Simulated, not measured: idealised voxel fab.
process module | voxel capacitor over wiring
cross-section cut | 300 nm wide | cells 5 nm
A cross-section is a grid of square cells, given in bands from the top down. A band is one or more rows of cells.
Each band's line starts with the height of the band's top and of its bottom, in nm. Then come its materials from left to right, each with its width in nm. One material with "throughout" fills the band from edge to edge. "air" is empty space.
Height 0 is the level under which the wafer as received is all one material. The lowest band goes on downwards, as in "0 down".
A width such as "30 to 40" changes by the same amount from each row of cells to the next, from the band's top row to its bottom row.
"no change" after a step means that no cell of the cross-section changed.
closed voids: empty space of 8 cells or more with no open way to the top, each as width x height at its distance from the left edge, in nm
after a step's settings: what the simulator itself notes on the step
overlay nm, on a step with a mask: how far to the right of its planned place the mask lay; to the left if negative
plan
1 op RECEIVE | material Si
2 op CONFORMAL_DEP | material SiO2 | thk nm 10
3 op CONFORMAL_DEP | material SiCN | thk nm 5
4 op DIRECTIONAL_DEP | material lowk | thk nm 25
5 op MASKED_ETCH | tone open | mask id METAL_1 | width nm 30 | pitch nm 100 | etch materials lowk | depth nm 25 | overlay nm 0
6 op MASKED_ETCH | tone open | mask id METAL_1 | width nm 30 | pitch nm 100 | etch materials SiCN | depth nm 5 | overlay nm 0
7 op CONFORMAL_DEP | material TiN | thk nm 5
8 op FILL_DEP | material Cu | thk nm 5
9 op CMP | height nm 40
10 op EPI | material Ru | thk nm 5
11 op FILL_DEP | material SiCN | thk nm 5
12 op DIRECTIONAL_DEP | material lowk | thk nm 10
13 op DIRECTIONAL_DEP | material aC | thk nm 15
14 op PATTERN | tone open | mask id PLUG_1 | material resist | width nm 15 | thk nm 35 | overlay nm 0
15 op DIRECTIONAL_ETCH | etch materials aC | depth nm 15
16 op STRIP | etch materials resist
17 op DIRECTIONAL_ETCH | etch materials lowk | depth nm 10
18 op DIRECTIONAL_ETCH | etch materials SiCN | depth nm 5
19 op STRIP | etch materials aC
20 op EPI | material Ru | thk nm 10
21 op EPI | material Ru | thk nm 5
22 op DIRECTIONAL_DEP | material TiN | thk nm 5
23 op DIRECTIONAL_DEP | material SiN | thk nm 5
24 op DIRECTIONAL_DEP | material TiN | thk nm 5
25 op DIRECTIONAL_DEP | material aC | thk nm 15
26 op PATTERN | tone cover | mask id UPPER_PLATE | material resist | width nm 75 | thk nm 30 | overlay nm 0
27 op DIRECTIONAL_ETCH | etch materials aC | depth nm 15
28 op STRIP | etch materials resist
29 op DIRECTIONAL_ETCH | etch materials TiN | depth nm 5
30 op DIRECTIONAL_ETCH | etch materials SiN | depth nm 5
31 op STRIP | etch materials aC
32 op DIRECTIONAL_DEP | material aC | thk nm 15
33 op PATTERN | tone cover | mask id LOWER_PLATE | material resist | width nm 85 | thk nm 35 | overlay nm 0
34 op DIRECTIONAL_ETCH | etch materials aC | depth nm 15
35 op STRIP | etch materials resist
36 op DIRECTIONAL_ETCH | etch materials TiN | depth nm 5
37 op STRIP | etch materials aC
38 op FILL_DEP | material SiO2 | thk nm 15
39 op CMP | height nm 85
40 op DIRECTIONAL_DEP | material aC | thk nm 15
41 op PATTERN | tone open | mask id PLUG_2 | material resist | width nm 15 | thk nm 35 | overlay nm 0
42 op DIRECTIONAL_ETCH | etch materials aC | depth nm 15
43 op STRIP | etch materials resist
44 op DIRECTIONAL_ETCH | etch materials SiO2 | depth nm 10
45 op STRIP | etch materials aC
46 op CONFORMAL_DEP | material TiN | thk nm 5
47 op FILL_DEP | material Cu | thk nm 10
48 op CMP | height nm 85
49 op CONFORMAL_DEP | material SiCN | thk nm 5
as received, after step 1
  0 down: Si throughout
  closed voids: none
first wafer at the end, as planned
  90 to 85: SiCN throughout
  85 to 80: SiO2 110 | TiN 5 | Cu 5 | TiN 5 | SiO2 175
  80 to 70: SiO2 110 to 100 | TiN 15 to 75 | SiO2 175 to 125
  70 to 65: SiO2 100 | SiN 75 | SiO2 125
  65 to 60: SiO2 95 | TiN 85 | SiO2 120
  60 to 50: lowk 100 | Ru 15 | lowk 185
  50 to 45: SiCN 100 | Ru 15 | SiCN 185
  45 to 40: SiCN 80 | Ru 40 | SiCN 60 | Ru 40 | SiCN 80
  40 to 15: lowk 85 | TiN 5 | Cu 20 | TiN 5 | lowk 70 | TiN 5 | Cu 20 | TiN 5 | lowk 85
  15 to 10: SiCN 85 | TiN 30 | SiCN 70 | TiN 30 | SiCN 85
  10 to 0: SiO2 throughout
  0 down: Si throughout
  closed voids: none
second wafer at the end: like start, like plan, one mistake
  90 to 85: SiCN throughout
  85 to 80: SiO2 110 | TiN 5 | Cu 5 | TiN 5 | SiO2 175
  80 to 70: SiO2 110 to 100 | TiN 15 to 75 | SiO2 175 to 125
  70 to 65: SiO2 100 | SiN 75 | SiO2 125
  65 to 60: SiO2 95 | TiN 85 | SiO2 120
  60 to 50: lowk 105 | Ru 15 | lowk 180
  50 to 45: SiCN 105 | Ru 15 | SiCN 180
  45 to 40: SiCN 80 | Ru 40 | SiCN 60 | Ru 40 | SiCN 80
  40 to 15: lowk 85 | TiN 5 | Cu 20 | TiN 5 | lowk 70 | TiN 5 | Cu 20 | TiN 5 | lowk 85
  15 to 10: SiCN 85 | TiN 30 | SiCN 70 | TiN 30 | SiCN 85
  10 to 0: SiO2 throughout
  0 down: Si throughout
  closed voids: none
what went wrong: step 14 ran as: op PATTERN | tone open | mask id PLUG_1 | material resist | width nm 15 | thk nm 35 | overlay nm 5
at the end the second wafer has, in cells: as many of each material as the first, in other places
